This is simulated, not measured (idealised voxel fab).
Title: Process Module voxel transistor to metal
Xsec cut, 245 nm wide, square cell size 5 nm.
A cross-section is a grid of square cells, given in bands from the top down. A band is one or more rows of cells.
Per band: top height and bottom height in nm, followed by the left-to-right materials and their widths in nm; "edge to edge" marks a single material spanning edge to edge, "air" marks empty space.
Measure heights from 0. That's the level where, below it, the as-received wafer is all one material. The lowest band is bottomless and extends downward; write it as in "0 nm and below".
Width spec "30 to 40" -> top row of cells at first value, bottom row at second value, equal per-row change in between.
Step note "no change occurred" = no cross-section cell changed.
"Closed void table" lists enclosed empty spaces (at least 8 cells, no open path upward to the top), each as width x height at distance from the left edge, in nm.
On a step's line, text after the settings is the simulator commenting on that step.
"overlay nm", when on a step's line for a step with a mask, measures how far to the right of its planned place the mask lay; a negative measure means to the left.
Intended process steps:
1,op RECEIVE | material Si
2,op OXIDIZE | depth nm 5
3,op CONFORMAL_DEP | material SiN | thk nm 10
4,op MASKED_ETCH | tone cover | mask id ACTIVE | width nm 95 | pitch nm 115 | etch materials SiN | depth nm 10 | overlay nm 0
5,op MASKED_ETCH | tone cover | mask id ACTIVE | width nm 95 | pitch nm 115 | etch materials SiO2 | depth nm 5 | overlay nm 0
6,op MASKED_ETCH | tone cover | mask id ACTIVE | width nm 95 | pitch nm 115 | etch materials Si | depth nm 35 | overlay nm 0
7,op OXIDIZE | depth nm 5
8,op FILL_DEP | material SiO2 | thk nm 10
9,op CMP | height nm 10
10,op SELECTIVE_ETCH | etch materials SiO2 | depth nm 10
11,op STRIP | etch materials SiN
12,op SELECTIVE_ETCH | etch materials SiO2 | depth nm 5
13,op OXIDIZE | depth nm 5
14,op DIRECTIONAL_DEP | material polySi | thk nm 30
15,op DIRECTIONAL_DEP | material SiCN | thk nm 15
16,op MASKED_ETCH | tone cover | mask id GATE | width nm 25 | pitch nm 115 | etch materials SiCN | depth nm 25 | overlay nm 0
17,op MASKED_ETCH | tone cover | mask id GATE | width nm 25 | pitch nm 115 | etch materials polySi | depth nm 40 | overlay nm 0
18,op CONFORMAL_DEP | material SiN | thk nm 10
19,op DIRECTIONAL_ETCH | etch materials SiN | depth nm 10
20,op DIRECTIONAL_ETCH | etch materials SiO2 | depth nm 5
21,op DIRECTIONAL_ETCH | etch materials Si | depth nm 10
22,op EPI | material SiGe | thk nm 10
23,op FILL_DEP | material SiO2 | thk nm 5
24,op CMP | height nm 25
25,op STRIP | etch materials polySi
26,op SELECTIVE_ETCH | etch materials SiO2 | depth nm 5
27,op CONFORMAL_DEP | material HfO2 | thk nm 5
28,op CONFORMAL_DEP | material TiN | thk nm 5
29,op FILL_DEP | material W | thk nm 10
30,op CMP | height nm 20
31,op DIRECTIONAL_DEP | material SiO2 | thk nm 15
32,op DIRECTIONAL_DEP | material aC | thk nm 10
33,op PATTERN | tone open | mask id CONTACT | material resist | width nm 15 | thk nm 30 | overlay nm 0
34,op DIRECTIONAL_ETCH | etch materials aC | depth nm 10
35,op STRIP | etch materials resist
36,op DIRECTIONAL_ETCH | etch materials SiO2 | depth nm 45
37,op STRIP | etch materials aC
38,op CONFORMAL_DEP | material TiN | thk nm 5
39,op FILL_DEP | material W | thk nm 5
40,op CMP | height nm 35
41,op CONFORMAL_DEP | material SiCN | thk nm 5
42,op DIRECTIONAL_DEP | material lowk | thk nm 25
43,op DIRECTIONAL_DEP | material aC | thk nm 15
44,op PATTERN | tone open | mask id METAL_1 | material resist | width nm 15 | thk nm 35 | overlay nm 0
45,op DIRECTIONAL_ETCH | etch materials aC | depth nm 15
46,op STRIP | etch materials resist
47,op DIRECTIONAL_ETCH | etch materials lowk | depth nm 25
48,op DIRECTIONAL_ETCH | etch materials SiCN | depth nm 5
49,op STRIP | etch materials aC
50,op CONFORMAL_DEP | material TiN | thk nm 5
51,op FILL_DEP | material Cu | thk nm 10
52,op CMP | height nm 65
53,op CONFORMAL_DEP | material SiCN | thk nm 5
54,op DIRECTIONAL_DEP | material SiO2 | thk nm 25
55,op DIRECTIONAL_DEP | material aC | thk nm 10
56,op PATTERN | tone open | mask id METAL_2 | material resist | width nm 15 | pitch nm 115 | thk nm 25 | overlay nm 0
57,op DIRECTIONAL_ETCH | etch materials aC | depth nm 10
58,op STRIP | etch materials resist
59,op DIRECTIONAL_ETCH | etch materials SiO2 | depth nm 15
60,op STRIP | etch materials aC
61,op DIRECTIONAL_DEP | material aC | thk nm 15
62,op PATTERN | tone open | mask id METAL_2_HOLES | material resist | width nm 15 | pitch nm 115 | thk nm 35 | overlay nm 0
63,op DIRECTIONAL_ETCH | etch materials aC | depth nm 15
64,op STRIP | etch materials resist
65,op DIRECTIONAL_ETCH | etch materials SiO2 | depth nm 10
66,op DIRECTIONAL_ETCH | etch materials SiCN | depth nm 5
67,op STRIP | etch materials aC
68,op CONFORMAL_DEP | material TiN | thk nm 5
69,op FILL_DEP | material Cu | thk nm 10
70,op CMP | height nm 95
71,op CONFORMAL_DEP | material SiN | thk nm 5
As-received wafer cross-section (after step 1):
- 0 nm and below: Si edge to edge
- Closed void table: none
The plan above was carried out on the starting structure above with one mistake, and this cross-section shows the wafer at the end of the module:
- 100 nm to 95 nm: SiN edge to edge
- 95 nm to 70 nm: SiO2=20  TiN=5  lowk=5  TiN=5  SiO2=100  TiN=5  lowk=5  TiN=5  SiO2=95
- 70 nm to 65 nm: SiCN=20  TiN=15  SiCN=100  TiN=15  SiCN=95
- 65 nm to 40 nm: lowk=20  TiN=5  Cu=5  TiN=5  lowk=55  TiN=5  Cu=5  TiN=5  lowk=30  TiN=5  Cu=5  TiN=5  lowk=55  TiN=5  Cu=5  TiN=5  lowk=25
- 40 nm to 35 nm: SiCN=20  TiN=15  SiCN=55  TiN=15  SiCN=30  TiN=15  SiCN=55  TiN=15  SiCN=25
- 35 nm to 20 nm: SiO2=20  TiN=5  W=5  TiN=5  SiO2=55  TiN=5  W=5  TiN=5  SiO2=30  TiN=5  W=5  TiN=5  SiO2=55  TiN=5  W=5  TiN=5  SiO2=25
- 20 nm to 5 nm: SiO2=20  TiN=5  W=5  TiN=5  SiO2=5  SiN=10  HfO2=5  TiN=5  W=5  TiN=5  HfO2=5  SiN=10  SiO2=5  TiN=5  W=5  TiN=5  SiO2=30  TiN=5  W=5  TiN=5  SiO2=5  SiN=10  HfO2=5  TiN=5  W=5  TiN=5  HfO2=5  SiN=10  SiO2=5  TiN=5  W=5  TiN=5  SiO2=25
- 5 nm to 0 nm: SiO2=20  TiN=15  SiO2=5  SiN=10  HfO2=5  TiN=5  W=5  TiN=5  HfO2=5  SiN=10  SiO2=5  TiN=15  SiO2=30  TiN=15  SiO2=5  SiN=10  HfO2=5  TiN=5  W=5  TiN=5  HfO2=5  SiN=10  SiO2=5  TiN=15  SiO2=25
- 0 nm to -5 nm: SiO2=20  TiN=10  SiGe=10  SiN=10  HfO2=5  TiN=15  HfO2=5  SiN=10  SiGe=10  TiN=10  SiO2=30  TiN=10  SiGe=10  SiN=10  HfO2=5  TiN=15  HfO2=5  SiN=10  SiGe=10  TiN=10  SiO2=25
- -5 nm to -10 nm: SiO2=20  TiN=10  SiGe=10  SiO2=5  HfO2=35  SiO2=5  SiGe=10  TiN=10  SiO2=30  TiN=10  SiGe=10  SiO2=5  HfO2=35  SiO2=5  SiGe=10  TiN=10  SiO2=25
- -10 nm to -20 nm: SiO2=20  SiGe=20  Si=45  SiGe=20  SiO2=30  SiGe=20  Si=45  SiGe=20  SiO2=25
- -20 nm to -45 nm: SiO2=20  Si=85  SiO2=30  Si=85  SiO2=25
- -45 nm and below: Si edge to edge
- Closed void table: none
Finding, execution versus plan: contrary to plan, step 69 was performed as op FILL_DEP | material lowk | thk nm 10
